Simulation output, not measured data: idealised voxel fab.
Process module name: voxel tone inversion
We display cut, a cross-section 210 nm in width whose square cells are each 5 nm.
Just so we're on the same page, the cross-sections are grids of square cells, and they're listed out in bands top to bottom, each band one or more rows deep. A band entry consists of two parts. The first gives the height of the band's top and the height of its bottom, in nm. The rest lists the band's materials from left to right, each with its width in nm. A single material labelled with the word "full width" fills the band from edge to edge, and the word "air" marks empty space. Where do heights start? At 0: under that level the wafer as delivered is made of one material only. And the lowest band has no floor; it just carries on downward, as in "z 0 and below". Width: "30 to 40" (first number = top row, second number = bottom row, same change from row to row of cells). You'll sometimes find "stayed the same" written for a step, and that's the way of saying that nowhere in the cross-section did a cell change during that step. "Fully sealed voids" lists enclosed empty spaces (at least 8 cells, no open path upward to the top), each as width x height at distance from the left edge, in nm. Text after the settings on a step's line: the simulator's own remark on that step. What "overlay nm" on a step's line means: if the step has a mask, that mask lay this far to the right of its planned place, or, when the value is negative, to the left.

Intended process steps:
| 1 | RECEIVE, material Si |
| 2 | CONFORMAL_DEP, material SiN, thk nm 5 |
| 3 | DIRECTIONAL_DEP, material polySi, thk nm 20 |
| 4 | PATTERN, tone cover, mask id POSTS, material resist, width nm 20, pitch nm 45, thk nm 30, overlay nm 0 |
| 5 | DIRECTIONAL_ETCH, etch materials polySi, depth nm 20 |
| 6 | STRIP, etch materials resist |
| 7 | FILL_DEP, material SiO2, thk nm 5 |
| 8 | CMP, height nm 25 |
| 9 | STRIP, etch materials polySi |
| 10 | CONFORMAL_DEP, material TiN, thk nm 5 |
| 11 | FILL_DEP, material Cu, thk nm 10 |
| 12 | CMP, height nm 25 |
| 13 | CONFORMAL_DEP, material SiN, thk nm 5 |

Cross-section of the wafer upon arrival, representing the state reached after step 1:
> z 0 and below  Si full width
> Fully sealed voids: none

Cross-section at module end, one run error; start and plan unchanged from above:
> z 30 to 25  SiN full width
> z 25 to 10  55 SiO2, then 5 TiN, then 5 Cu, then 5 TiN, then 30 SiO2, then 5 TiN, then 5 Cu, then 5 TiN, then 30 SiO2, then 5 TiN, then 5 Cu, then 5 TiN, then 50 SiO2
> z 10 to 5  55 SiO2, then 15 TiN, then 30 SiO2, then 15 TiN, then 30 SiO2, then 15 TiN, then 50 SiO2
> z 5 to 0  SiN full width
> z 0 and below  Si full width
> Fully sealed voids: none
It is concluded that the wafer was processed incorrectly with respect to the plan, in that so step 4 ended up running with a different setting than we planned, it ran as PATTERN, tone cover, mask id POSTS, material resist, width nm 15, pitch nm 45, thk nm 30, overlay nm 0
